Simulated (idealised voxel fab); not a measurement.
You're looking at the process module voxel gate over fins.
The figure presents cross-section cut, which has a width of 260 nm and is divided into square cells with an edge length of 5 nm.
The cross-sections in this document take the form of a grid made of square cells. They are written out as bands, in order from top to bottom. Each band consists of one or more rows of cells.
Read a band's entry like this: the first values are the height of its top and the height of its bottom in nm, and what follows is the sequence of materials from left to right, each with its width in nm. Note that "blank" is empty space, and that a single material marked "throughout" reaches across the band from edge to edge.
It should be noted that heights are counted from 0, beneath which the wafer as supplied is of one material throughout, and that the lowest band possesses no lower boundary but continues downward, as written in "0 nm and below".
Width: "30..40" (first number = top row, second number = bottom row, same change from row to row of cells).
Where a step carries "no modifications", the cross-section came out of it unchanged, cell for cell.
Empty spaces counting at least 8 cells and having no open way to the top are listed in "Enclosed cavities". The notation width x height at distance is used for each, the distance being from the left edge and all three values in nm.
Text after the settings on a step's line: the simulator's own remark on that step.
overlay nm: step with mask; distance mask lay right of planned place; negative value = left of planned place.
Quick note on how to read the rest: it's all pairs. You get the cross-section before a process step and the one after, but the after one only goes down as far as the lowest band that changed. The step in between, with its settings, sits under the pair. Heads up, the pairs can come from different runs of this module on the same starting wafer, so don't assume a pair picks up from the one above unless its "Prior state" entry says it does.
-- Prior state
0 nm and below  Si throughout
Enclosed cavities: none
-- Structure After Step
5 nm to 0 nm  SiN throughout
Anything lower than 0 is untouched.
Enclosed cavities: none
Between the two cross-sections shown above lies CONFORMAL_DEP with material SiN, thk nm 5
Prior state: see the after view in the pair directly above.
-- Structure After Step
5 nm to 0 nm  60 of blank | 15 of SiN | 45 of blank | 15 of SiN | 45 of blank | 15 of SiN | 65 of blank
Anything lower than 0 is untouched.
Enclosed cavities: none
Between the two cross-sections shown above lies MASKED_ETCH with tone cover, mask id FINS, width nm 15, pitch nm 60, etch materials SiN, depth nm 5, overlay nm 0
Prior state: see the after view in the pair directly above.
-- Structure After Step
5 nm to 0 nm  60 of blank | 15 of SiN | 45 of blank | 15 of SiN | 45 of blank | 15 of SiN | 65 of blank
0 nm to -35 nm  60 of blank | 15 of Si | 45 of blank | 15 of Si | 45 of blank | 15 of Si | 65 of blank
Anything lower than -35 is untouched.
Enclosed cavities: none
Between the two cross-sections shown above lies MASKED_ETCH with tone cover, mask id FINS, width nm 15, pitch nm 60, etch materials Si, depth nm 35, overlay nm 0
Prior state: see the after view in the pair directly above.
-- Structure After Step
5 nm to 0 nm  60 of blank | 15 of SiN | 45 of blank | 15 of SiN | 45 of blank | 15 of SiN | 65 of blank
0 nm to -35 nm  60 of blank | 5 of SiO2 | 5 of Si | 5 of SiO2 | 45 of blank | 5 of SiO2 | 5 of Si | 5 of SiO2 | 45 of blank | 5 of SiO2 | 5 of Si | 5 of SiO2 | 65 of blank
-35 nm to -40 nm  65 of SiO2 | 5 of Si | 55 of SiO2 | 5 of Si | 55 of SiO2 | 5 of Si | 70 of SiO2
Anything lower than -40 is untouched.
Enclosed cavities: none
Between the two cross-sections shown above lies OXIDIZE with depth nm 5
Prior state: see the after view in the pair directly above.
-- Structure After Step
10 nm to 5 nm  SiO2 throughout
5 nm to 0 nm  60 of SiO2 | 15 of SiN | 45 of SiO2 | 15 of SiN | 45 of SiO2 | 15 of SiN | 65 of SiO2
0 nm to -40 nm  65 of SiO2 | 5 of Si | 55 of SiO2 | 5 of Si | 55 of SiO2 | 5 of Si | 70 of SiO2
Anything lower than -40 is untouched.
Enclosed cavities: none
Between the two cross-sections shown above lies FILL_DEP with material SiO2, thk nm 5
Prior state: see the after view in the pair directly above.
-- Structure After Step
5 nm to 0 nm  60 of SiO2 | 15 of SiN | 45 of SiO2 | 15 of SiN | 45 of SiO2 | 15 of SiN | 65 of SiO2
Anything lower than 0 is untouched.
Enclosed cavities: none
Between the two cross-sections shown above lies CMP with height nm 5
Prior state: see the after view in the pair directly above.
-- Structure After Step
5 nm to 0 nm  60 of SiO2 | 15 of SiN | 15 of SiO2 | 15 of blank | 15 of SiO2 | 15 of SiN | 45 of SiO2 | 15 of SiN | 65 of SiO2
0 nm to -30 nm  65 of SiO2 | 5 of Si | 20 of SiO2 | 15 of blank | 20 of SiO2 | 5 of Si | 55 of SiO2 | 5 of Si | 70 of SiO2
Anything lower than -30 is untouched.
Enclosed cavities: none
Between the two cross-sections shown above lies MASKED_ETCH with tone open, mask id RAIL, width nm 15, etch materials SiO2, depth nm 35, overlay nm 0
Prior state: see the after view in the pair directly above.
-- Structure After Step
10 nm to 5 nm  95 of TiN | 5 of blank | 160 of TiN
5 nm to 0 nm  60 of SiO2 | 15 of SiN | 15 of SiO2 | 5 of TiN | 5 of blank | 5 of TiN | 15 of SiO2 | 15 of SiN | 45 of SiO2 | 15 of SiN | 65 of SiO2
0 nm to -25 nm  65 of SiO2 | 5 of Si | 20 of SiO2 | 5 of TiN | 5 of blank | 5 of TiN | 20 of SiO2 | 5 of Si | 55 of SiO2 | 5 of Si | 70 of SiO2
-25 nm to -30 nm  65 of SiO2 | 5 of Si | 20 of SiO2 | 15 of TiN | 20 of SiO2 | 5 of Si | 55 of SiO2 | 5 of Si | 70 of SiO2
Anything lower than -30 is untouched.
Enclosed cavities: none
Between the two cross-sections shown above lies CONFORMAL_DEP with material TiN, thk nm 5
Prior state: see the after view in the pair directly above.
-- Structure After Step
20 nm to 10 nm  Ru throughout
10 nm to 5 nm  95 of TiN | 5 of Ru | 160 of TiN
5 nm to 0 nm  60 of SiO2 | 15 of SiN | 15 of SiO2 | 5 of TiN | 5 of Ru | 5 of TiN | 15 of SiO2 | 15 of SiN | 45 of SiO2 | 15 of SiN | 65 of SiO2
0 nm to -25 nm  65 of SiO2 | 5 of Si | 20 of SiO2 | 5 of TiN | 5 of Ru | 5 of TiN | 20 of SiO2 | 5 of Si | 55 of SiO2 | 5 of Si | 70 of SiO2
Anything lower than -25 is untouched.
Enclosed cavities: none
Between the two cross-sections shown above lies FILL_DEP with material Ru, thk nm 10
Prior state: see the after view in the pair directly above.
-- Structure After Step
5 nm to 0 nm  60 of SiO2 | 15 of SiN | 15 of SiO2 | 5 of TiN | 5 of Ru | 5 of TiN | 15 of SiO2 | 15 of SiN | 45 of SiO2 | 15 of SiN | 65 of SiO2
Anything lower than 0 is untouched.
Enclosed cavities: none
Between the two cross-sections shown above lies CMP with height nm 5
Prior state: see the after view in the pair directly above.
-- Structure After Step
5 nm to 0 nm  60 of SiO2 | 15 of SiN | 15 of SiO2 | 15 of blank | 15 of SiO2 | 15 of SiN | 45 of SiO2 | 15 of SiN | 65 of SiO2
0 nm to -15 nm  65 of SiO2 | 5 of Si | 20 of SiO2 | 15 of blank | 20 of SiO2 | 5 of Si | 55 of SiO2 | 5 of Si | 70 of SiO2
Anything lower than -15 is untouched.
Enclosed cavities: none
Between the two cross-sections shown above lies SELECTIVE_ETCH with etch materials W Ru TiN, depth nm 20
Prior state: see the after view in the pair directly above.
-- Structure After Step
10 nm to 5 nm  SiO2 throughout
5 nm to 0 nm  60 of SiO2 | 15 of SiN | 45 of SiO2 | 15 of SiN | 45 of SiO2 | 15 of SiN | 65 of SiO2
0 nm to -15 nm  65 of SiO2 | 5 of Si | 55 of SiO2 | 5 of Si | 55 of SiO2 | 5 of Si | 70 of SiO2
Anything lower than -15 is untouched.
Enclosed cavities: none
Between the two cross-sections shown above lies FILL_DEP with material SiO2, thk nm 5
Prior state: see the after view in the pair directly above.
-- Structure After Step
5 nm to 0 nm  60 of SiO2 | 15 of SiN | 45 of SiO2 | 15 of SiN | 45 of SiO2 | 15 of SiN | 65 of SiO2
Anything lower than 0 is untouched.
Enclosed cavities: none
Between the two cross-sections shown above lies CMP with height nm 5
Prior state: see the after view in the pair directly above.
-- Structure After Step
5 nm to 0 nm  60 of blank | 15 of SiN | 45 of blank | 15 of SiN | 45 of blank | 15 of SiN | 65 of blank
0 nm to -10 nm  65 of blank | 5 of Si | 55 of blank | 5 of Si | 55 of blank | 5 of Si | 70 of blank
Anything lower than -10 is untouched.
Enclosed cavities: none
Between the two cross-sections shown above lies SELECTIVE_ETCH with etch materials SiO2, depth nm 15
Prior state: see the after view in the pair directly above.
-- Structure After Step
0 nm to -10 nm  65 of blank | 5 of Si | 55 of blank | 5 of Si | 55 of blank | 5 of Si | 70 of blank
Anything lower than -10 is untouched.
Enclosed cavities: none
Between the two cross-sections shown above lies STRIP with etch materials SiN
Prior state: see the after view in the pair directly above.
-- Structure After Step
5 nm to 0 nm  60 of blank | 15 of HfO2 | 45 of blank | 15 of HfO2 | 45 of blank | 15 of HfO2 | 65 of blank
0 nm to -5 nm  60 of blank | 5 of HfO2 | 5 of Si | 5 of HfO2 | 45 of blank | 5 of HfO2 | 5 of Si | 5 of HfO2 | 45 of blank | 5 of HfO2 | 5 of Si | 5 of HfO2 | 65 of blank
-5 nm to -10 nm  65 of HfO2 | 5 of Si | 55 of HfO2 | 5 of Si | 55 of HfO2 | 5 of Si | 70 of HfO2
Anything lower than -10 is untouched.
Enclosed cavities: none
Between the two cross-sections shown above lies CONFORMAL_DEP with material HfO2, thk nm 5
Prior state: see the after view in the pair directly above.
-- Structure After Step
10 nm to 5 nm  55 of blank | 25 of TiN | 35 of blank | 25 of TiN | 35 of blank | 25 of TiN | 60 of blank
5 nm to 0 nm  55 of blank | 5 of TiN | 15 of HfO2 | 5 of TiN | 35 of blank | 5 of TiN | 15 of HfO2 | 5 of TiN | 35 of blank | 5 of TiN | 15 of HfO2 | 5 of TiN | 60 of blank
0 nm to -5 nm  60 of TiN | 5 of HfO2 | 5 of Si | 5 of HfO2 | 45 of TiN | 5 of HfO2 | 5 of Si | 5 of HfO2 | 45 of TiN | 5 of HfO2 | 5 of Si | 5 of HfO2 | 65 of TiN
Anything lower than -5 is untouched.
Enclosed cavities: none
Between the two cross-sections shown above lies CONFORMAL_DEP with material TiN, thk nm 5
Prior state: see the after view in the pair directly above.
-- Structure After Step
25 nm to 10 nm  W throughout
10 nm to 5 nm  55 of W | 25 of TiN | 35 of W | 25 of TiN | 35 of W | 25 of TiN | 60 of W
5 nm to 0 nm  55 of W | 5 of TiN | 15 of HfO2 | 5 of TiN | 35 of W | 5 of TiN | 15 of HfO2 | 5 of TiN | 35 of W | 5 of TiN | 15 of HfO2 | 5 of TiN | 60 of W
Anything lower than 0 is untouched.
Enclosed cavities: none
Between the two cross-sections shown above lies FILL_DEP with material W, thk nm 15
Prior state: see the after view in the pair directly above.
-- Structure After Step
20 nm to 10 nm  W throughout
Anything lower than 10 is untouched.
Enclosed cavities: none
Between the two cross-sections shown above lies CMP with height nm 20
Prior state: see the after view in the pair directly above.
-- Structure After Step
30 nm to 20 nm  SiN throughout
Anything lower than 20 is untouched.
Enclosed cavities: none
Between the two cross-sections shown above lies CONFORMAL_DEP with material SiN, thk nm 10
-- Prior state
20 nm to 10 nm  Ru throughout
10 nm to 5 nm  95 of TiN | 5 of Ru | 160 of TiN
5 nm to 0 nm  60 of SiO2 | 15 of SiN | 15 of SiO2 | 5 of TiN | 5 of Ru | 5 of TiN | 15 of SiO2 | 15 of SiN | 45 of SiO2 | 15 of SiN | 65 of SiO2
0 nm to -25 nm  65 of SiO2 | 5 of Si | 20 of SiO2 | 5 of TiN | 5 of Ru | 5 of TiN | 20 of SiO2 | 5 of Si | 55 of SiO2 | 5 of Si | 70 of SiO2
-25 nm to -30 nm  65 of SiO2 | 5 of Si | 20 of SiO2 | 15 of TiN | 20 of SiO2 | 5 of Si | 55 of SiO2 | 5 of Si | 70 of SiO2
-30 nm to -40 nm  65 of SiO2 | 5 of Si | 55 of SiO2 | 5 of Si | 55 of SiO2 | 5 of Si | 70 of SiO2
-40 nm and below  Si throughout
Enclosed cavities: none
-- Structure After Step
5 nm to 0 nm  60 of SiO2 | 15 of SiN | 15 of SiO2 | 15 of blank | 15 of SiO2 | 15 of SiN | 45 of SiO2 | 15 of SiN | 65 of SiO2
Anything lower than 0 is untouched.
Enclosed cavities: none
Between the two cross-sections shown above lies SELECTIVE_ETCH with etch materials W Ru TiN, depth nm 20
Prior state: see the after view in the pair directly above.
-- Structure After Step
10 nm to 5 nm  SiO2 throughout
5 nm to 0 nm  60 of SiO2 | 15 of SiN | 45 of SiO2 | 15 of SiN | 45 of SiO2 | 15 of SiN | 65 of SiO2
Anything lower than 0 is untouched.
Enclosed cavities: none
Between the two cross-sections shown above lies FILL_DEP with material SiO2, thk nm 5
Prior state: see the after view in the pair directly above.
-- Structure After Step
5 nm to 0 nm  60 of SiO2 | 15 of SiN | 45 of SiO2 | 15 of SiN | 45 of SiO2 | 15 of SiN | 65 of SiO2
Anything lower than 0 is untouched.
Enclosed cavities: none
Between the two cross-sections shown above lies CMP with height nm 5
Prior state: see the after view in the pair directly above.
-- Structure After Step
5 nm to 0 nm  60 of blank | 15 of SiN | 45 of blank | 15 of SiN | 45 of blank | 15 of SiN | 65 of blank
0 nm to -10 nm  65 of blank | 5 of Si | 20 of blank | 5 of TiN | 5 of Ru | 5 of TiN | 20 of blank | 5 of Si | 55 of blank | 5 of Si | 70 of blank
Anything lower than -10 is untouched.
Enclosed cavities: none
Between the two cross-sections shown above lies SELECTIVE_ETCH with etch materials SiO2, depth nm 15
Prior state: see the after view in the pair directly above.
-- Structure After Step
0 nm to -10 nm  65 of blank | 5 of Si | 20 of blank | 5 of TiN | 5 of Ru | 5 of TiN | 20 of blank | 5 of Si | 55 of blank | 5 of Si | 70 of blank
Anything lower than -10 is untouched.
Enclosed cavities: none
Between the two cross-sections shown above lies STRIP with etch materials SiN
Prior state: see the after view in the pair directly above.
-- Structure After Step
5 nm to 0 nm  60 of blank | 15 of HfO2 | 10 of blank | 25 of HfO2 | 10 of blank | 15 of HfO2 | 45 of blank | 15 of HfO2 | 65 of blank
0 nm to -5 nm  60 of blank | 5 of HfO2 | 5 of Si | 5 of HfO2 | 10 of blank | 5 of HfO2 | 5 of TiN | 5 of Ru | 5 of TiN | 5 of HfO2 | 10 of blank | 5 of HfO2 | 5 of Si | 5 of HfO2 | 45 of blank | 5 of HfO2 | 5 of Si | 5 of HfO2 | 65 of blank
-5 nm to -10 nm  65 of HfO2 | 5 of Si | 20 of HfO2 | 5 of TiN | 5 of Ru | 5 of TiN | 20 of HfO2 | 5 of Si | 55 of HfO2 | 5 of Si | 70 of HfO2
Anything lower than -10 is untouched.
Enclosed cavities: none
Between the two cross-sections shown above lies CONFORMAL_DEP with material HfO2, thk nm 5
Prior state: see the after view in the pair directly above.
-- Structure After Step
10 nm to 5 nm  55 of blank | 85 of TiN | 35 of blank | 25 of TiN | 60 of blank
5 nm to 0 nm  55 of blank | 5 of TiN | 15 of HfO2 | 10 of TiN | 25 of HfO2 | 10 of TiN | 15 of HfO2 | 5 of TiN | 35 of blank | 5 of TiN | 15 of HfO2 | 5 of TiN | 60 of blank
0 nm to -5 nm  60 of TiN | 5 of HfO2 | 5 of Si | 5 of HfO2 | 10 of TiN | 5 of HfO2 | 5 of TiN | 5 of Ru | 5 of TiN | 5 of HfO2 | 10 of TiN | 5 of HfO2 | 5 of Si | 5 of HfO2 | 45 of TiN | 5 of HfO2 | 5 of Si | 5 of HfO2 | 65 of TiN
Anything lower than -5 is untouched.
Enclosed cavities: none
Between the two cross-sections shown above lies CONFORMAL_DEP with material TiN, thk nm 5
Prior state: see the after view in the pair directly above.
-- Structure After Step
25 nm to 10 nm  W throughout
10 nm to 5 nm  55 of W | 85 of TiN | 35 of W | 25 of TiN | 60 of W
5 nm to 0 nm  55 of W | 5 of TiN | 15 of HfO2 | 10 of TiN | 25 of HfO2 | 10 of TiN | 15 of HfO2 | 5 of TiN | 35 of W | 5 of TiN | 15 of HfO2 | 5 of TiN | 60 of W
Anything lower than 0 is untouched.
Enclosed cavities: none
Between the two cross-sections shown above lies FILL_DEP with material W, thk nm 15
Prior state: see the after view in the pair directly above.
-- Structure After Step
20 nm to 10 nm  W throughout
Anything lower than 10 is untouched.
Enclosed cavities: none
Between the two cross-sections shown above lies CMP with height nm 20
Prior state: see the after view in the pair directly above.
-- Structure After Step
30 nm to 20 nm  SiN throughout
Anything lower than 20 is untouched.
Enclosed cavities: none
Between the two cross-sections shown above lies CONFORMAL_DEP with material SiN, thk nm 10
-- Prior state
5 nm to 0 nm  60 of blank | 15 of SiN | 45 of blank | 15 of SiN | 45 of blank | 15 of SiN | 65 of blank
0 nm to -35 nm  60 of blank | 15 of Si | 45 of blank | 15 of Si | 45 of blank | 15 of Si | 65 of blank
-35 nm and below  Si throughout
Enclosed cavities: none
-- Structure After Step
5 nm to 0 nm  60 of blank | 15 of SiN | 45 of blank | 15 of SiN | 45 of blank | 15 of SiN | 65 of blank
0 nm to -70 nm  60 of blank | 15 of Si | 45 of blank | 15 of Si | 45 of blank | 15 of Si | 65 of blank
Anything lower than -70 is untouched.
Enclosed cavities: none
Between the two cross-sections shown above lies MASKED_ETCH with tone cover, mask id FINS, width nm 15, pitch nm 60, etch materials Si, depth nm 35, overlay nm 0
Prior state: see the after view in the pair directly above.
-- Structure After Step
5 nm to 0 nm  60 of blank | 15 of SiN | 45 of blank | 15 of SiN | 45 of blank | 15 of SiN | 65 of blank
0 nm to -70 nm  60 of blank | 5 of SiO2 | 5 of Si | 5 of SiO2 | 45 of blank | 5 of SiO2 | 5 of Si | 5 of SiO2 | 45 of blank | 5 of SiO2 | 5 of Si | 5 of SiO2 | 65 of blank
-70 nm to -75 nm  65 of SiO2 | 5 of Si | 55 of SiO2 | 5 of Si | 55 of SiO2 | 5 of Si | 70 of SiO2
Anything lower than -75 is untouched.
Enclosed cavities: none
Between the two cross-sections shown above lies OXIDIZE with depth nm 5
Prior state: see the after view in the pair directly above.
-- Structure After Step
10 nm to 5 nm  SiO2 throughout
5 nm to 0 nm  60 of SiO2 | 15 of SiN | 45 of SiO2 | 15 of SiN | 45 of SiO2 | 15 of SiN | 65 of SiO2
0 nm to -75 nm  65 of SiO2 | 5 of Si | 55 of SiO2 | 5 of Si | 55 of SiO2 | 5 of Si | 70 of SiO2
Anything lower than -75 is untouched.
Enclosed cavities: none
Between the two cross-sections shown above lies FILL_DEP with material SiO2, thk nm 5
Prior state: see the after view in the pair directly above.
-- Structure After Step
5 nm to 0 nm  60 of SiO2 | 15 of SiN | 45 of SiO2 | 15 of SiN | 45 of SiO2 | 15 of SiN | 65 of SiO2
Anything lower than 0 is untouched.
Enclosed cavities: none
Between the two cross-sections shown above lies CMP with height nm 5
Prior state: see the after view in the pair directly above.
-- Structure After Step
5 nm to 0 nm  60 of SiO2 | 15 of SiN | 15 of SiO2 | 15 of blank | 15 of SiO2 | 15 of SiN | 45 of SiO2 | 15 of SiN | 65 of SiO2
0 nm to -30 nm  65 of SiO2 | 5 of Si | 20 of SiO2 | 15 of blank | 20 of SiO2 | 5 of Si | 55 of SiO2 | 5 of Si | 70 of SiO2
Anything lower than -30 is untouched.
Enclosed cavities: none
Between the two cross-sections shown above lies MASKED_ETCH with tone open, mask id RAIL, width nm 15, etch materials SiO2, depth nm 35, overlay nm 0
Prior state: see the after view in the pair directly above.
-- Structure After Step
10 nm to 5 nm  95 of TiN | 5 of blank | 160 of TiN
5 nm to 0 nm  60 of SiO2 | 15 of SiN | 15 of SiO2 | 5 of TiN | 5 of blank | 5 of TiN | 15 of SiO2 | 15 of SiN | 45 of SiO2 | 15 of SiN | 65 of SiO2
0 nm to -25 nm  65 of SiO2 | 5 of Si | 20 of SiO2 | 5 of TiN | 5 of blank | 5 of TiN | 20 of SiO2 | 5 of Si | 55 of SiO2 | 5 of Si | 70 of SiO2
-25 nm to -30 nm  65 of SiO2 | 5 of Si | 20 of SiO2 | 15 of TiN | 20 of SiO2 | 5 of Si | 55 of SiO2 | 5 of Si | 70 of SiO2
Anything lower than -30 is untouched.
Enclosed cavities: none
Between the two cross-sections shown above lies CONFORMAL_DEP with material TiN, thk nm 5
Prior state: see the after view in the pair directly above.
-- Structure After Step
20 nm to 10 nm  Ru throughout
10 nm to 5 nm  95 of TiN | 5 of Ru | 160 of TiN
5 nm to 0 nm  60 of SiO2 | 15 of SiN | 15 of SiO2 | 5 of TiN | 5 of Ru | 5 of TiN | 15 of SiO2 | 15 of SiN | 45 of SiO2 | 15 of SiN | 65 of SiO2
0 nm to -25 nm  65 of SiO2 | 5 of Si | 20 of SiO2 | 5 of TiN | 5 of Ru | 5 of TiN | 20 of SiO2 | 5 of Si | 55 of SiO2 | 5 of Si | 70 of SiO2
Anything lower than -25 is untouched.
Enclosed cavities: none
Between the two cross-sections shown above lies FILL_DEP with material Ru, thk nm 10
Prior state: see the after view in the pair directly above.
-- Structure After Step
5 nm to 0 nm  60 of SiO2 | 15 of SiN | 15 of SiO2 | 5 of TiN | 5 of Ru | 5 of TiN | 15 of SiO2 | 15 of SiN | 45 of SiO2 | 15 of SiN | 65 of SiO2
Anything lower than 0 is untouched.
Enclosed cavities: none
Between the two cross-sections shown above lies CMP with height nm 5
Prior state: see the after view in the pair directly above.
-- Structure After Step
5 nm to 0 nm  60 of SiO2 | 15 of SiN | 15 of SiO2 | 15 of blank | 15 of SiO2 | 15 of SiN | 45 of SiO2 | 15 of SiN | 65 of SiO2
0 nm to -15 nm  65 of SiO2 | 5 of Si | 20 of SiO2 | 15 of blank | 20 of SiO2 | 5 of Si | 55 of SiO2 | 5 of Si | 70 of SiO2
Anything lower than -15 is untouched.
Enclosed cavities: none
Between the two cross-sections shown above lies SELECTIVE_ETCH with etch materials W Ru TiN, depth nm 20
Prior state: see the after view in the pair directly above.
-- Structure After Step
10 nm to 5 nm  SiO2 throughout
5 nm to 0 nm  60 of SiO2 | 15 of SiN | 45 of SiO2 | 15 of SiN | 45 of SiO2 | 15 of SiN | 65 of SiO2
0 nm to -15 nm  65 of SiO2 | 5 of Si | 55 of SiO2 | 5 of Si | 55 of SiO2 | 5 of Si | 70 of SiO2
Anything lower than -15 is untouched.
Enclosed cavities: none
Between the two cross-sections shown above lies FILL_DEP with material SiO2, thk nm 5
Prior state: see the after view in the pair directly above.
-- Structure After Step
5 nm to 0 nm  60 of SiO2 | 15 of SiN | 45 of SiO2 | 15 of SiN | 45 of SiO2 | 15 of SiN | 65 of SiO2
Anything lower than 0 is untouched.
Enclosed cavities: none
Between the two cross-sections shown above lies CMP with height nm 5
Prior state: see the after view in the pair directly above.
-- Structure After Step
5 nm to 0 nm  60 of blank | 15 of SiN | 45 of blank | 15 of SiN | 45 of blank | 15 of SiN | 65 of blank
0 nm to -10 nm  65 of blank | 5 of Si | 55 of blank | 5 of Si | 55 of blank | 5 of Si | 70 of blank
Anything lower than -10 is untouched.
Enclosed cavities: none
Between the two cross-sections shown above lies SELECTIVE_ETCH with etch materials SiO2, depth nm 15
Prior state: see the after view in the pair directly above.
-- Structure After Step
0 nm to -10 nm  65 of blank | 5 of Si | 55 of blank | 5 of Si | 55 of blank | 5 of Si | 70 of blank
Anything lower than -10 is untouched.
Enclosed cavities: none
Between the two cross-sections shown above lies STRIP with etch materials SiN
Prior state: see the after view in the pair directly above.
-- Structure After Step
5 nm to 0 nm  60 of blank | 15 of HfO2 | 45 of blank | 15 of HfO2 | 45 of blank | 15 of HfO2 | 65 of blank
0 nm to -5 nm  60 of blank | 5 of HfO2 | 5 of Si | 5 of HfO2 | 45 of blank | 5 of HfO2 | 5 of Si | 5 of HfO2 | 45 of blank | 5 of HfO2 | 5 of Si | 5 of HfO2 | 65 of blank
-5 nm to -10 nm  65 of HfO2 | 5 of Si | 55 of HfO2 | 5 of Si | 55 of HfO2 | 5 of Si | 70 of HfO2
Anything lower than -10 is untouched.
Enclosed cavities: none
Between the two cross-sections shown above lies CONFORMAL_DEP with material HfO2, thk nm 5
Prior state: see the after view in the pair directly above.
-- Structure After Step
10 nm to 5 nm  55 of blank | 25 of TiN | 35 of blank | 25 of TiN | 35 of blank | 25 of TiN | 60 of blank
5 nm to 0 nm  55 of blank | 5 of TiN | 15 of HfO2 | 5 of TiN | 35 of blank | 5 of TiN | 15 of HfO2 | 5 of TiN | 35 of blank | 5 of TiN | 15 of HfO2 | 5 of TiN | 60 of blank
0 nm to -5 nm  60 of TiN | 5 of HfO2 | 5 of Si | 5 of HfO2 | 45 of TiN | 5 of HfO2 | 5 of Si | 5 of HfO2 | 45 of TiN | 5 of HfO2 | 5 of Si | 5 of HfO2 | 65 of TiN
Anything lower than -5 is untouched.
Enclosed cavities: none
Between the two cross-sections shown above lies CONFORMAL_DEP with material TiN, thk nm 5
Prior state: see the after view in the pair directly above.
-- Structure After Step
25 nm to 10 nm  W throughout
10 nm to 5 nm  55 of W | 25 of TiN | 35 of W | 25 of TiN | 35 of W | 25 of TiN | 60 of W
5 nm to 0 nm  55 of W | 5 of TiN | 15 of HfO2 | 5 of TiN | 35 of W | 5 of TiN | 15 of HfO2 | 5 of TiN | 35 of W | 5 of TiN | 15 of HfO2 | 5 of TiN | 60 of W
Anything lower than 0 is untouched.
Enclosed cavities: none
Between the two cross-sections shown above lies FILL_DEP with material W, thk nm 15
Prior state: see the after view in the pair directly above.
-- Structure After Step
20 nm to 10 nm  W throughout
Anything lower than 10 is untouched.
Enclosed cavities: none
Between the two cross-sections shown above lies CMP with height nm 20
Prior state: see the after view in the pair directly above.
-- Structure After Step
30 nm to 20 nm  SiN throughout
Anything lower than 20 is untouched.
Enclosed cavities: none
Between the two cross-sections shown above lies CONFORMAL_DEP with material SiN, thk nm 10
-- Prior state
5 nm to 0 nm  60 of SiO2 | 15 of SiN | 45 of SiO2 | 15 of SiN | 45 of SiO2 | 15 of SiN | 65 of SiO2
0 nm to -15 nm  65 of SiO2 | 5 of Si | 55 of SiO2 | 5 of Si | 55 of SiO2 | 5 of Si | 70 of SiO2
-15 nm to -25 nm  65 of SiO2 | 5 of Si | 20 of SiO2 | 5 of TiN | 5 of Ru | 5 of TiN | 20 of SiO2 | 5 of Si | 55 of SiO2 | 5 of Si | 70 of SiO2
-25 nm to -30 nm  65 of SiO2 | 5 of Si | 20 of SiO2 | 15 of TiN | 20 of SiO2 | 5 of Si | 55 of SiO2 | 5 of Si | 70 of SiO2
-30 nm to -40 nm  65 of SiO2 | 5 of Si | 55 of SiO2 | 5 of Si | 55 of SiO2 | 5 of Si | 70 of SiO2
-40 nm and below  Si throughout
Enclosed cavities: none
-- Structure After Step
5 nm to 0 nm  60 of SiO2 | 15 of blank | 45 of SiO2 | 15 of blank | 45 of SiO2 | 15 of blank | 65 of SiO2
Anything lower than 0 is untouched.
Enclosed cavities: none
Between the two cross-sections shown above lies STRIP with etch materials SiN
Prior state: see the after view in the pair directly above.
-- Structure After Step
0 nm to -10 nm  65 of blank | 5 of Si | 55 of blank | 5 of Si | 55 of blank | 5 of Si | 70 of blank
-10 nm to -15 nm  45 of SiO2 | 20 of blank | 5 of Si | 20 of blank | 15 of SiO2 | 20 of blank | 5 of Si | 20 of blank | 15 of SiO2 | 20 of blank | 5 of Si | 20 of blank | 50 of SiO2
Anything lower than -15 is untouched.
Enclosed cavities: none
Between the two cross-sections shown above lies SELECTIVE_ETCH with etch materials SiO2, depth nm 15
Prior state: see the after view in the pair directly above.
-- Structure After Step
5 nm to 0 nm  60 of blank | 15 of HfO2 | 45 of blank | 15 of HfO2 | 45 of blank | 15 of HfO2 | 65 of blank
0 nm to -5 nm  60 of blank | 5 of HfO2 | 5 of Si | 5 of HfO2 | 45 of blank | 5 of HfO2 | 5 of Si | 5 of HfO2 | 45 of blank | 5 of HfO2 | 5 of Si | 5 of HfO2 | 65 of blank
-5 nm to -10 nm  50 of HfO2 | 10 of blank | 5 of HfO2 | 5 of Si | 5 of HfO2 | 10 of blank | 25 of HfO2 | 10 of blank | 5 of HfO2 | 5 of Si | 5 of HfO2 | 10 of blank | 25 of HfO2 | 10 of blank | 5 of HfO2 | 5 of Si | 5 of HfO2 | 10 of blank | 55 of HfO2
-10 nm to -15 nm  45 of SiO2 | 20 of HfO2 | 5 of Si | 20 of HfO2 | 15 of SiO2 | 20 of HfO2 | 5 of Si | 20 of HfO2 | 15 of SiO2 | 20 of HfO2 | 5 of Si | 20 of HfO2 | 50 of SiO2
Anything lower than -15 is untouched.
Enclosed cavities: none
Between the two cross-sections shown above lies CONFORMAL_DEP with material HfO2, thk nm 5
Prior state: see the after view in the pair directly above.
-- Structure After Step
10 nm to 5 nm  55 of blank | 25 of TiN | 35 of blank | 25 of TiN | 35 of blank | 25 of TiN | 60 of blank
5 nm to 0 nm  55 of blank | 5 of TiN | 15 of HfO2 | 5 of TiN | 35 of blank | 5 of TiN | 15 of HfO2 | 5 of TiN | 35 of blank | 5 of TiN | 15 of HfO2 | 5 of TiN | 60 of blank
0 nm to -5 nm  60 of TiN | 5 of HfO2 | 5 of Si | 5 of HfO2 | 45 of TiN | 5 of HfO2 | 5 of Si | 5 of HfO2 | 45 of TiN | 5 of HfO2 | 5 of Si | 5 of HfO2 | 65 of TiN
-5 nm to -10 nm  50 of HfO2 | 10 of TiN | 5 of HfO2 | 5 of Si | 5 of HfO2 | 10 of TiN | 25 of HfO2 | 10 of TiN | 5 of HfO2 | 5 of Si | 5 of HfO2 | 10 of TiN | 25 of HfO2 | 10 of TiN | 5 of HfO2 | 5 of Si | 5 of HfO2 | 10 of TiN | 55 of HfO2
Anything lower than -10 is untouched.
Enclosed cavities: none
Between the two cross-sections shown above lies CONFORMAL_DEP with material TiN, thk nm 5
Prior state: see the after view in the pair directly above.
-- Structure After Step
25 nm to 10 nm  W throughout
10 nm to 5 nm  55 of W | 25 of TiN | 35 of W | 25 of TiN | 35 of W | 25 of TiN | 60 of W
5 nm to 0 nm  55 of W | 5 of TiN | 15 of HfO2 | 5 of TiN | 35 of W | 5 of TiN | 15 of HfO2 | 5 of TiN | 35 of W | 5 of TiN | 15 of HfO2 | 5 of TiN | 60 of W
Anything lower than 0 is untouched.
Enclosed cavities: none
Between the two cross-sections shown above lies FILL_DEP with material W, thk nm 15
Prior state: see the after view in the pair directly above.
-- Structure After Step
20 nm to 10 nm  W throughout
Anything lower than 10 is untouched.
Enclosed cavities: none
Between the two cross-sections shown above lies CMP with height nm 20
Prior state: see the after view in the pair directly above.
-- Structure After Step
30 nm to 20 nm  SiN throughout
Anything lower than 20 is untouched.
Enclosed cavities: none
Between the two cross-sections shown above lies CONFORMAL_DEP with material SiN, thk nm 10
